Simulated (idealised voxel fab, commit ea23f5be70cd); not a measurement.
Documented hereafter: the process module known as voxel transistor to metal.
The figure presents cross-section cut, which has a width of 185 nm and is divided into square cells with an edge length of 5 nm.
Think of the cross-section as a grid of square cells. We describe it in bands, top to bottom, and each band covers one or more rows of those cells.
Top, bottom (nm), then materials left to right with widths (nm); lone material tagged "full width" fills the whole band edge to edge; "empty" = empty space.
Heights from 0 (as-received wafer is one material below). Bottom band endless downward, as "0..down".
With a width like "30 to 40", each row of cells in the band differs from the next by the same amount, the top row carrying the first number and the bottom row the second.
Given "all unchanged" for a step, no cell of the cross-section differs between before and after that step.
The list in "Enclosed void inventory" covers empty spaces of 8 cells or more that cannot reach the top through any open way, and it gives each as width x height at distance; the distance is from the left edge, and width, height and distance are in nm.
It should be noted that, on the line of a given step, the content following the step's settings is a remark produced by the simulator itself with respect to that step.
overlay nm: step with mask; distance mask lay right of planned place; negative value = left of planned place.
Listed below are the process steps as planned:
- 1: RECEIVE | material Si
- 2: OXIDIZE | depth nm 5
- 3: CONFORMAL_DEP | material SiN | thk nm 15
- 4: MASKED_ETCH | tone cover | mask id ACTIVE | width nm 110 | etch materials SiN | depth nm 15 | overlay nm 0
- 5: MASKED_ETCH | tone cover | mask id ACTIVE | width nm 110 | etch materials SiO2 | depth nm 5 | overlay nm 0
- 6: MASKED_ETCH | tone cover | mask id ACTIVE | width nm 110 | etch materials Si | depth nm 30 | overlay nm 0
- 7: FILL_DEP | material SiO2 | thk nm 10
- 8: CMP | height nm 15
- 9: SELECTIVE_ETCH | etch materials SiO2 | depth nm 5
- 10: STRIP | etch materials SiN
- 11: SELECTIVE_ETCH | etch materials SiO2 | depth nm 5
- 12: OXIDIZE | depth nm 5
- 13: DIRECTIONAL_DEP | material polySi | thk nm 20
- 14: DIRECTIONAL_DEP | material SiCN | thk nm 15
- 15: MASKED_ETCH | tone cover | mask id GATE | width nm 20 | etch materials SiCN | depth nm 25 | overlay nm 0
- 16: MASKED_ETCH | tone cover | mask id GATE | width nm 20 | etch materials polySi | depth nm 30 | overlay nm 0
- 17: CONFORMAL_DEP | material SiN | thk nm 10
- 18: DIRECTIONAL_ETCH | etch materials SiN | depth nm 10
- 19: DIRECTIONAL_ETCH | etch materials SiO2 | depth nm 5
- 20: DIRECTIONAL_ETCH | etch materials Si | depth nm 5
- 21: EPI | material nSi | thk nm 5
- 22: FILL_DEP | material SiO2 | thk nm 5
- 23: CMP | height nm 30
- 24: DIRECTIONAL_DEP | material SiO2 | thk nm 15
- 25: DIRECTIONAL_DEP | material aC | thk nm 10
- 26: PATTERN | tone open | mask id CONTACT | material resist | width nm 20 | pitch nm 80 | thk nm 30 | overlay nm 0
- 27: DIRECTIONAL_ETCH | etch materials aC | depth nm 10
- 28: STRIP | etch materials resist
- 29: DIRECTIONAL_ETCH | etch materials SiO2 | depth nm 55
- 30: STRIP | etch materials aC
- 31: CONFORMAL_DEP | material TiN | thk nm 5
- 32: FILL_DEP | material Ru | thk nm 10
- 33: CMP | height nm 45
- 34: CONFORMAL_DEP | material SiN | thk nm 5
- 35: DIRECTIONAL_DEP | material SiO2 | thk nm 15
- 36: MASKED_ETCH | tone open | mask id METAL_1 | width nm 20 | pitch nm 80 | etch materials SiO2 | depth nm 15 | overlay nm 0
- 37: MASKED_ETCH | tone open | mask id METAL_1 | width nm 20 | pitch nm 80 | etch materials SiN | depth nm 5 | overlay nm 0
- 38: CONFORMAL_DEP | material TiN | thk nm 5
- 39: FILL_DEP | material Cu | thk nm 5
- 40: CMP | height nm 65
- 41: EPI | material Ru | thk nm 5
- 42: FILL_DEP | material SiCN | thk nm 5
- 43: DIRECTIONAL_DEP | material lowk | thk nm 30
- 44: MASKED_ETCH | tone open | mask id METAL_2 | width nm 20 | pitch nm 80 | etch materials lowk | depth nm 15 | overlay nm 0
- 45: PATTERN | tone open | mask id METAL_2_HOLES | material resist | width nm 15 | pitch nm 80 | thk nm 15 | overlay nm 0
- 46: DIRECTIONAL_ETCH | etch materials lowk | depth nm 15
- 47: DIRECTIONAL_ETCH | etch materials SiCN | depth nm 5
- 48: STRIP | etch materials resist
- 49: CONFORMAL_DEP | material TiN | thk nm 5
- 50: FILL_DEP | material Cu | thk nm 10
- 51: CMP | height nm 105
- 52: CONFORMAL_DEP | material SiCN | thk nm 5
Cross-section of the wafer at receipt, which is the condition after step 1:
	0..down = Si full width
	Enclosed void inventory: none
Starting structure and process plan are as shown above, but one mistake was made in running the module; the wafer cross-section at the end of the module follows:
	110..105 = SiCN full width
	105..95 = 40 lowk | 5 TiN | 10 Cu | 5 TiN | 60 lowk | 5 TiN | 10 Cu | 5 TiN | 45 lowk
	95..90 = 40 lowk | 5 TiN | 5 Cu | 10 TiN | 60 lowk | 5 TiN | 5 Cu | 10 TiN | 45 lowk
	90..75 = 40 lowk | 5 TiN | 5 Cu | 5 TiN | 65 lowk | 5 TiN | 5 Cu | 5 TiN | 50 lowk
	75..70 = 40 SiCN | 15 TiN | 65 SiCN | 15 TiN | 50 SiCN
	70..65 = 35 SiCN | 30 Ru | 50 SiCN | 30 Ru | 40 SiCN
	65..50 = 40 SiO2 | 5 TiN | 10 Cu | 5 TiN | 60 SiO2 | 5 TiN | 10 Cu | 5 TiN | 45 SiO2
	50..45 = 40 SiN | 20 TiN | 60 SiN | 20 TiN | 45 SiN
	45..30 = 40 SiO2 | 5 TiN | 10 Ru | 5 TiN | 60 SiO2 | 5 TiN | 10 Ru | 5 TiN | 45 SiO2
	30..15 = 40 SiO2 | 5 TiN | 10 Ru | 5 TiN | 10 SiO2 | 10 SiN | 20 SiCN | 10 SiN | 10 SiO2 | 5 TiN | 10 Ru | 5 TiN | 45 SiO2
	15..10 = 40 SiO2 | 5 TiN | 10 Ru | 5 TiN | 10 SiO2 | 10 SiN | 20 polySi | 10 SiN | 10 SiO2 | 5 TiN | 10 Ru | 5 TiN | 45 SiO2
	10..5 = 40 SiO2 | 20 TiN | 10 SiO2 | 10 SiN | 20 polySi | 10 SiN | 10 SiO2 | 20 TiN | 45 SiO2
	5..-5 = 30 SiO2 | 10 SiN | 30 SiO2 | 10 SiN | 20 polySi | 10 SiN | 30 SiO2 | 10 SiN | 35 SiO2
	-5..-10 = 40 SiO2 | 5 nSi | 20 SiO2 | 5 nSi | 40 SiO2 | 5 nSi | 20 SiO2 | 5 nSi | 45 SiO2
	-10..-15 = 35 SiO2 | 5 Si | 30 nSi | 40 Si | 30 nSi | 5 Si | 40 SiO2
	-15..-35 = 35 SiO2 | 110 Si | 40 SiO2
	-35..down = Si full width
	Enclosed void inventory: none
Processing error: step 24 in the plan was executed twice
